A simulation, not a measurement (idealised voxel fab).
The following process module bears the name voxel wiring stack.
The figure presents cross-section cut, which has a width of 300 nm and is divided into square cells with an edge length of 5 nm.
Cross-section format: a grid of square cells, given as bands from top to bottom; each band is one or more rows of cells. It is stipulated that each band's entry specify, in nanometres, the height of the top of the band and then that of its bottom, followed by the materials of the band in left-to-right sequence, each together with its width in nanometres. A single material marked by the word "everywhere" is understood to fill the band from edge to edge; the word "air" is understood to denote empty space. Zero point of the height axis is 0; under it, received wafer = one material. Lowest band: continues down indefinitely, "0..down". Top row gets the first number, bottom row gets the second, and each row in between changes by the same step: that is how a band width like "30 to 40" works. Take "no change occurred" at face value: in the step it is given for, the cross-section changed in none of its cells. Any empty space of 8 cells or more lacking an open way to the top shows up in "Closed voids list" as width x height at distance, distance from the left edge, in nm. The remark found on a step's line after its settings is issued by the simulator itself and pertains to that step. When a step includes a mask, the "overlay nm" setting on its line states how far to the right of its planned place that mask lay, and negative values state how far to the left.
[plan]
1 RECEIVE [material Si]
2 CONFORMAL_DEP [material SiO2] [thk nm 15]
3 DIRECTIONAL_DEP [material TiN] [thk nm 5]
4 DIRECTIONAL_DEP [material W] [thk nm 25]
5 DIRECTIONAL_DEP [material aC] [thk nm 15]
6 PATTERN [tone cover] [mask id METAL_1] [material resist] [width nm 30] [pitch nm 50] [thk nm 35] [overlay nm 0]
7 DIRECTIONAL_ETCH [etch materials aC] [depth nm 15]
8 STRIP [etch materials resist]
9 DIRECTIONAL_ETCH [etch materials W] [depth nm 25]
10 DIRECTIONAL_ETCH [etch materials TiN] [depth nm 5]
11 STRIP [etch materials aC]
12 CONFORMAL_DEP [material SiCN] [thk nm 5]
13 FILL_DEP [material lowk] [thk nm 10]
14 CMP [height nm 45]
15 CONFORMAL_DEP [material SiCN] [thk nm 5]
16 DIRECTIONAL_DEP [material SiO2] [thk nm 15]
17 DIRECTIONAL_DEP [material aC] [thk nm 10]
18 PATTERN [tone open] [mask id PLUG_1] [material resist] [width nm 15] [pitch nm 50] [thk nm 30] [overlay nm 0]
19 DIRECTIONAL_ETCH [etch materials aC] [depth nm 10]
20 STRIP [etch materials resist]
21 DIRECTIONAL_ETCH [etch materials SiO2] [depth nm 15]
22 DIRECTIONAL_ETCH [etch materials SiCN] [depth nm 5]
23 STRIP [etch materials aC]
24 EPI [material Ru] [thk nm 10]
25 EPI [material Ru] [thk nm 10]
26 DIRECTIONAL_DEP [material TiN] [thk nm 5]
27 DIRECTIONAL_DEP [material Ru] [thk nm 15]
28 PATTERN [tone cover] [mask id METAL_2] [material resist] [width nm 30] [pitch nm 50] [thk nm 15] [overlay nm 0]
29 DIRECTIONAL_ETCH [etch materials Ru] [depth nm 15]
30 DIRECTIONAL_ETCH [etch materials TiN] [depth nm 5]
31 STRIP [etch materials resist]
32 CONFORMAL_DEP [material SiN] [thk nm 5]
33 FILL_DEP [material lowk] [thk nm 10]
34 CMP [height nm 85]
35 CONFORMAL_DEP [material SiN] [thk nm 5]
[The cross-section here shows the wafer as received, i.e. in its state after step 1]
	0..down  Si everywhere
	Closed voids list: none
[Cross-section, first of two wafers, end of module, run as planned]
	90..85  SiN everywhere
	85..70  80 lowk, 5 SiN, 30 Ru, 5 SiN, 10 lowk, 5 SiN, 30 Ru, 5 SiN, 10 lowk, 5 SiN, 30 Ru, 5 SiN, 80 lowk
	70..65  85 SiN, 30 TiN, 20 SiN, 30 TiN, 20 SiN, 30 TiN, 85 SiN
	65..50  85 SiO2, 15 Ru, 35 SiO2, 15 Ru, 35 SiO2, 15 Ru, 100 SiO2
	50..45  85 SiCN, 15 Ru, 35 SiCN, 15 Ru, 35 SiCN, 15 Ru, 100 SiCN
	45..20  80 lowk, 5 SiCN, 30 W, 5 SiCN, 10 lowk, 5 SiCN, 30 W, 5 SiCN, 10 lowk, 5 SiCN, 30 W, 5 SiCN, 80 lowk
	20..15  85 SiCN, 30 TiN, 20 SiCN, 30 TiN, 20 SiCN, 30 TiN, 85 SiCN
	15..0  SiO2 everywhere
	0..down  Si everywhere
	Closed voids list: none
[Cross-sectional view: second of two wafers, end of module; start and plan identical to the first, one mistake in running]
	90..85  SiN everywhere
	85..80  lowk everywhere
	80..75  80 lowk, 40 SiN, 10 lowk, 40 SiN, 10 lowk, 40 SiN, 80 lowk
	75..70  80 lowk, 5 SiN, 30 Ru, 5 SiN, 10 lowk, 5 SiN, 30 Ru, 5 SiN, 10 lowk, 5 SiN, 30 Ru, 5 SiN, 80 lowk
	70..65  85 SiN, 30 TiN, 20 SiN, 30 TiN, 20 SiN, 30 TiN, 85 SiN
	65..50  85 SiO2, 15 Ru, 35 SiO2, 15 Ru, 35 SiO2, 15 Ru, 100 SiO2
	50..45  85 SiCN, 15 Ru, 35 SiCN, 15 Ru, 35 SiCN, 15 Ru, 100 SiCN
	45..20  80 lowk, 5 SiCN, 30 W, 5 SiCN, 10 lowk, 5 SiCN, 30 W, 5 SiCN, 10 lowk, 5 SiCN, 30 W, 5 SiCN, 80 lowk
	20..15  85 SiCN, 30 TiN, 20 SiCN, 30 TiN, 20 SiCN, 30 TiN, 85 SiCN
	15..0  SiO2 everywhere
	0..down  Si everywhere
	Closed voids list: none
In executing the process, a mistake was made relative to the plan: for step 27, the planned setting was not used; the step was instead run as DIRECTIONAL_DEP [material Ru] [thk nm 5]
The closing comparison, in cells, has the second wafer with more or fewer of some materials than the first: Ru: 36 fewer | SiN: 12 more | lowk: 24 more
